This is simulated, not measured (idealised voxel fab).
The process module that follows is named voxel self aligned contacts.
In the cross-section labelled cut, the width is 270 nm and each square cell is 5 nm.
Cross-sections here: square-cell grids, written as top-down lists of bands, a band being one or more rows of cells. It is stipulated that each band's entry specify, in nanometres, the height of the top of the band and then that of its bottom, followed by the materials of the band in left-to-right sequence, each together with its width in nanometres. A single material marked by the word "throughout" is understood to fill the band from edge to edge; the word "air" is understood to denote empty space. It should be noted that heights are counted from 0, beneath which the wafer as supplied is of one material throughout, and that the lowest band possesses no lower boundary but continues downward, as written in "0 nm and below". So if you see something like "30..40" for the width, read it as the top row of the band sitting at the first number and the bottom row at the second, with every row in between moving by the same amount as the last. "nothing altered", as given for a step, is the statement that not any cell of the cross-section underwent a change during that step. Basically, "Voids, sealed" tells you about the enclosed voids: empty spaces with no open way to the top, 8 cells or bigger, each written width x height at distance, where distance is from the left edge, all in nm. Heads up: the bit after the settings on a step's line is the simulator's remark on that step. The setting "overlay nm" may be written on the line of a step. When the step uses a mask, the value reports how far to the right of the planned place the mask lay, and a negative value reports that it lay to the left.
Process steps (planned)
1: RECEIVE (material Si)
2: OXIDIZE (depth nm 5)
3: DIRECTIONAL_DEP (material polySi; thk nm 20)
4: DIRECTIONAL_DEP (material SiN; thk nm 20)
5: MASKED_ETCH (tone cover; mask id GATE; width nm 25; pitch nm 60; etch materials SiN; depth nm 20; overlay nm 0)
6: MASKED_ETCH (tone cover; mask id GATE; width nm 25; pitch nm 60; etch materials polySi; depth nm 20; overlay nm 0)
7: CONFORMAL_DEP (material SiN; thk nm 5)
8: DIRECTIONAL_ETCH (etch materials SiN; depth nm 5)
9: FILL_DEP (material SiO2; thk nm 10)
10: CMP (height nm 45)
11: PATTERN (tone open; mask id CONTACT; material resist; width nm 45; thk nm 15; overlay nm 0)
12: DIRECTIONAL_ETCH (etch materials SiO2; depth nm 50)
13: STRIP (etch materials resist)
14: CONFORMAL_DEP (material TiN; thk nm 5)
15: FILL_DEP (material W; thk nm 5)
16: CMP (height nm 45)
17: CONFORMAL_DEP (material SiCN; thk nm 5)
The first of a set of two wafers, run to plan
As-received state of the wafer in cross-section, equivalent to post-step 1
* 0 nm and below | Si throughout
* Voids, sealed: none
Wafer after step 2 (cross-section)
* 0 nm to -5 nm | SiO2 throughout
* Whatever lies below -5 is exactly as it was before.
Wafer after step 3 (cross-section)
* 20 nm to 0 nm | polySi throughout
* Whatever lies below 0 is exactly as it was before.
Wafer after step 4 (cross-section)
* 40 nm to 20 nm | SiN throughout
* Whatever lies below 20 is exactly as it was before.
Wafer after step 5 (cross-section)
* 40 nm to 20 nm | 90 of air | 25 of SiN | 35 of air | 25 of SiN | 95 of air
* Whatever lies below 20 is exactly as it was before.
Wafer after step 6 (cross-section)
* 40 nm to 20 nm | 90 of air | 25 of SiN | 35 of air | 25 of SiN | 95 of air
* 20 nm to 0 nm | 90 of air | 25 of polySi | 35 of air | 25 of polySi | 95 of air
* Whatever lies below 0 is exactly as it was before.
Wafer after step 7 (cross-section)
* 45 nm to 20 nm | 85 of air | 35 of SiN | 25 of air | 35 of SiN | 90 of air
* 20 nm to 5 nm | 85 of air | 5 of SiN | 25 of polySi | 5 of SiN | 25 of air | 5 of SiN | 25 of polySi | 5 of SiN | 90 of air
* 5 nm to 0 nm | 90 of SiN | 25 of polySi | 35 of SiN | 25 of polySi | 95 of SiN
* Whatever lies below 0 is exactly as it was before.
Wafer after step 8 (cross-section)
* 40 nm to 20 nm | 85 of air | 35 of SiN | 25 of air | 35 of SiN | 90 of air
* 20 nm to 0 nm | 85 of air | 5 of SiN | 25 of polySi | 5 of SiN | 25 of air | 5 of SiN | 25 of polySi | 5 of SiN | 90 of air
* Whatever lies below 0 is exactly as it was before.
Wafer after step 9 (cross-section)
* 50 nm to 40 nm | SiO2 throughout
* 40 nm to 20 nm | 85 of SiO2 | 35 of SiN | 25 of SiO2 | 35 of SiN | 90 of SiO2
* 20 nm to 0 nm | 85 of SiO2 | 5 of SiN | 25 of polySi | 5 of SiN | 25 of SiO2 | 5 of SiN | 25 of polySi | 5 of SiN | 90 of SiO2
* Whatever lies below 0 is exactly as it was before.
Wafer after step 10 (cross-section)
* 45 nm to 40 nm | SiO2 throughout
* Whatever lies below 40 is exactly as it was before.
Wafer after step 11 (cross-section)
* 60 nm to 45 nm | 110 of resist | 45 of air | 115 of resist
* Whatever lies below 45 is exactly as it was before.
Wafer after step 12 (cross-section)
* 60 nm to 45 nm | 110 of resist | 45 of air | 115 of resist
* 45 nm to 40 nm | 110 of SiO2 | 45 of air | 115 of SiO2
* 40 nm to 20 nm | 85 of SiO2 | 35 of SiN | 25 of air | 35 of SiN | 90 of SiO2
* 20 nm to 0 nm | 85 of SiO2 | 5 of SiN | 25 of polySi | 5 of SiN | 25 of air | 5 of SiN | 25 of polySi | 5 of SiN | 90 of SiO2
* 0 nm to -5 nm | 120 of SiO2 | 25 of air | 125 of SiO2
* Whatever lies below -5 is exactly as it was before.
Wafer after step 13 (cross-section)
* 45 nm to 40 nm | 110 of SiO2 | 45 of air | 115 of SiO2
* Whatever lies below 40 is exactly as it was before.
Wafer after step 14 (cross-section)
* 50 nm to 45 nm | 115 of TiN | 35 of air | 120 of TiN
* 45 nm to 40 nm | 110 of SiO2 | 15 of TiN | 15 of air | 15 of TiN | 115 of SiO2
* 40 nm to 20 nm | 85 of SiO2 | 35 of SiN | 5 of TiN | 15 of air | 5 of TiN | 35 of SiN | 90 of SiO2
* 20 nm to 0 nm | 85 of SiO2 | 5 of SiN | 25 of polySi | 5 of SiN | 5 of TiN | 15 of air | 5 of TiN | 5 of SiN | 25 of polySi | 5 of SiN | 90 of SiO2
* 0 nm to -5 nm | 120 of SiO2 | 25 of TiN | 125 of SiO2
* Whatever lies below -5 is exactly as it was before.
Wafer after step 15 (cross-section)
* 55 nm to 50 nm | W throughout
* 50 nm to 45 nm | 115 of TiN | 35 of W | 120 of TiN
* 45 nm to 40 nm | 110 of SiO2 | 15 of TiN | 15 of W | 15 of TiN | 115 of SiO2
* 40 nm to 20 nm | 85 of SiO2 | 35 of SiN | 5 of TiN | 15 of W | 5 of TiN | 35 of SiN | 90 of SiO2
* 20 nm to 0 nm | 85 of SiO2 | 5 of SiN | 25 of polySi | 5 of SiN | 5 of TiN | 15 of W | 5 of TiN | 5 of SiN | 25 of polySi | 5 of SiN | 90 of SiO2
* Whatever lies below 0 is exactly as it was before.
Wafer after step 16 (cross-section)
* 45 nm to 40 nm | 110 of SiO2 | 15 of TiN | 15 of W | 15 of TiN | 115 of SiO2
* Whatever lies below 40 is exactly as it was before.
Wafer after step 17 (cross-section)
* 50 nm to 45 nm | SiCN throughout
* Whatever lies below 45 is exactly as it was before.
second wafer: like start, like plan, one mistake. Through step 2 it matches the first wafer
Look at the second wafer in cross-section at the time step 3 ought to have finished
* 30 nm to 0 nm | polySi throughout
* Whatever lies below 0 is exactly as it was before.
Look at the second wafer in cross-section at the time step 4 ought to have finished
* 50 nm to 30 nm | SiN throughout
* Whatever lies below 30 is exactly as it was before.
Look at the second wafer in cross-section at the time step 5 ought to have finished
* 50 nm to 30 nm | 90 of air | 25 of SiN | 35 of air | 25 of SiN | 95 of air
* Whatever lies below 30 is exactly as it was before.
Look at the second wafer in cross-section at the time step 6 ought to have finished
* 50 nm to 30 nm | 90 of air | 25 of SiN | 35 of air | 25 of SiN | 95 of air
* 30 nm to 10 nm | 90 of air | 25 of polySi | 35 of air | 25 of polySi | 95 of air
* Whatever lies below 10 is exactly as it was before.
Look at the second wafer in cross-section at the time step 7 ought to have finished
* 55 nm to 30 nm | 85 of air | 35 of SiN | 25 of air | 35 of SiN | 90 of air
* 30 nm to 15 nm | 85 of air | 5 of SiN | 25 of polySi | 5 of SiN | 25 of air | 5 of SiN | 25 of polySi | 5 of SiN | 90 of air
* 15 nm to 10 nm | 90 of SiN | 25 of polySi | 35 of SiN | 25 of polySi | 95 of SiN
* Whatever lies below 10 is exactly as it was before.
Look at the second wafer in cross-section at the time step 8 ought to have finished
* 50 nm to 30 nm | 85 of air | 35 of SiN | 25 of air | 35 of SiN | 90 of air
* 30 nm to 10 nm | 85 of air | 5 of SiN | 25 of polySi | 5 of SiN | 25 of air | 5 of SiN | 25 of polySi | 5 of SiN | 90 of air
* Whatever lies below 10 is exactly as it was before.
Look at the second wafer in cross-section at the time step 9 ought to have finished
* 60 nm to 50 nm | SiO2 throughout
* 50 nm to 30 nm | 85 of SiO2 | 35 of SiN | 25 of SiO2 | 35 of SiN | 90 of SiO2
* 30 nm to 10 nm | 85 of SiO2 | 5 of SiN | 25 of polySi | 5 of SiN | 25 of SiO2 | 5 of SiN | 25 of polySi | 5 of SiN | 90 of SiO2
* Whatever lies below 10 is exactly as it was before.
Look at the second wafer in cross-section at the time step 10 ought to have finished
* 45 nm to 30 nm | 85 of SiO2 | 35 of SiN | 25 of SiO2 | 35 of SiN | 90 of SiO2
* Whatever lies below 30 is exactly as it was before.
Look at the second wafer in cross-section at the time step 11 ought to have finished
* 60 nm to 45 nm | 110 of resist | 45 of air | 115 of resist
* Whatever lies below 45 is exactly as it was before.
Look at the second wafer in cross-section at the time step 12 ought to have finished
* 60 nm to 45 nm | 110 of resist | 45 of air | 115 of resist
* 45 nm to 30 nm | 85 of SiO2 | 35 of SiN | 25 of air | 35 of SiN | 90 of SiO2
* 30 nm to 10 nm | 85 of SiO2 | 5 of SiN | 25 of polySi | 5 of SiN | 25 of air | 5 of SiN | 25 of polySi | 5 of SiN | 90 of SiO2
* Whatever lies below 10 is exactly as it was before.
Look at the second wafer in cross-section at the time step 13 ought to have finished
* 45 nm to 30 nm | 85 of SiO2 | 35 of SiN | 25 of air | 35 of SiN | 90 of SiO2
* Whatever lies below 30 is exactly as it was before.
Look at the second wafer in cross-section at the time step 14 ought to have finished
* 50 nm to 45 nm | 125 of TiN | 15 of air | 130 of TiN
* 45 nm to 30 nm | 85 of SiO2 | 35 of SiN | 5 of TiN | 15 of air | 5 of TiN | 35 of SiN | 90 of SiO2
* 30 nm to 15 nm | 85 of SiO2 | 5 of SiN | 25 of polySi | 5 of SiN | 5 of TiN | 15 of air | 5 of TiN | 5 of SiN | 25 of polySi | 5 of SiN | 90 of SiO2
* 15 nm to 10 nm | 85 of SiO2 | 5 of SiN | 25 of polySi | 5 of SiN | 25 of TiN | 5 of SiN | 25 of polySi | 5 of SiN | 90 of SiO2
* Whatever lies below 10 is exactly as it was before.
Look at the second wafer in cross-section at the time step 15 ought to have finished
* 55 nm to 50 nm | W throughout
* 50 nm to 45 nm | 125 of TiN | 15 of W | 130 of TiN
* 45 nm to 30 nm | 85 of SiO2 | 35 of SiN | 5 of TiN | 15 of W | 5 of TiN | 35 of SiN | 90 of SiO2
* 30 nm to 15 nm | 85 of SiO2 | 5 of SiN | 25 of polySi | 5 of SiN | 5 of TiN | 15 of W | 5 of TiN | 5 of SiN | 25 of polySi | 5 of SiN | 90 of SiO2
* Whatever lies below 15 is exactly as it was before.
Look at the second wafer in cross-section at the time step 16 ought to have finished
* 45 nm to 30 nm | 85 of SiO2 | 35 of SiN | 5 of TiN | 15 of W | 5 of TiN | 35 of SiN | 90 of SiO2
* Whatever lies below 30 is exactly as it was before.
Look at the second wafer in cross-section at the time step 17 ought to have finished
* 50 nm to 45 nm | SiCN throughout
* Whatever lies below 45 is exactly as it was before.
Finding, execution versus plan: off-plan run, step 3, actual operation and settings DIRECTIONAL_DEP (material polySi; thk nm 30)
The final cell counts differ between the wafers, with the second having more or fewer of some materials than the first: 14 fewer of SiN, 75 fewer of SiO2, 10 fewer of TiN, 9 fewer of W, 108 more of polySi
